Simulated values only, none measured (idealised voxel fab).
A process module follows: voxel double patterning.
Square cells of 5 nm make up the cross-section cut, whose width is 255 nm.
Each cross-section below is a grid of square cells, stated as bands in top-down order, with one or more rows of cells making up each band.
Heads up on the band format: heights come first, top then bottom, in nm. After that it's the materials left to right, each with its width in nm. A single material flagged "all across" fills the whole band edge to edge, and "air" means there's empty space there.
For the purposes of this specification, 0 denotes the height below which the wafer in its as-received condition is composed wholly of one material, and the lowermost band, lacking a lower limit, extends downward without end, as expressed in "0 nm and below".
Width: "30..40" (first number = top row, second number = bottom row, same change from row to row of cells).
Basically "left unchanged" means that step didn't change any cell in the cross-section.
Entry "Internal closed voids". Content: empty spaces with no open connection to the top, size 8 cells or greater. Each: width x height at distance. Distance: from left edge. Unit: nm.
Heads up: the bit after the settings on a step's line is the simulator's remark on that step.
overlay nm: for a step with a mask, the amount by which the mask lay right of where it was planned; a negative amount means left of it.
-- Set out below are the planned steps of the process
| 1 | RECEIVE: material Si |
| 2 | CONFORMAL_DEP: material SiO2, thk nm 5 |
| 3 | DIRECTIONAL_DEP: material polySi, thk nm 15 |
| 4 | DIRECTIONAL_DEP: material SiCN, thk nm 5 |
| 5 | PATTERN: tone open, mask id FIRST, material resist, width nm 15, pitch nm 50, thk nm 15, overlay nm 0 |
| 6 | DIRECTIONAL_ETCH: etch materials SiCN, depth nm 5 |
| 7 | STRIP: etch materials resist |
| 8 | MASKED_ETCH: tone open, mask id SECOND, width nm 15, etch materials SiCN, depth nm 5, overlay nm 0 |
| 9 | DIRECTIONAL_ETCH: etch materials polySi, depth nm 15 |
| 10 | STRIP: etch materials SiCN |
varied across the wafers: thk nm of step 2. The plan shows the first wafer's value. All wafers start alike
-- The as-received cross-section of the first of several wafers corresponds to the state after step 1
	0 nm and below: Si all across
	Internal closed voids: none
-- Per wafer (row), end of module: delta in cells per material since receipt, (+) for gained, (-) for lost; closed voids after that
thk nm 5; +51 SiO2; +126 polySi; Internal closed voids: none
thk nm 10; +102 SiO2; +126 polySi; Internal closed voids: none
thk nm 15; +153 SiO2; +126 polySi; Internal closed voids: none
thk nm 20; +204 SiO2; +126 polySi; Internal closed voids: none
thk nm 25; +255 SiO2; +126 polySi; Internal closed voids: none
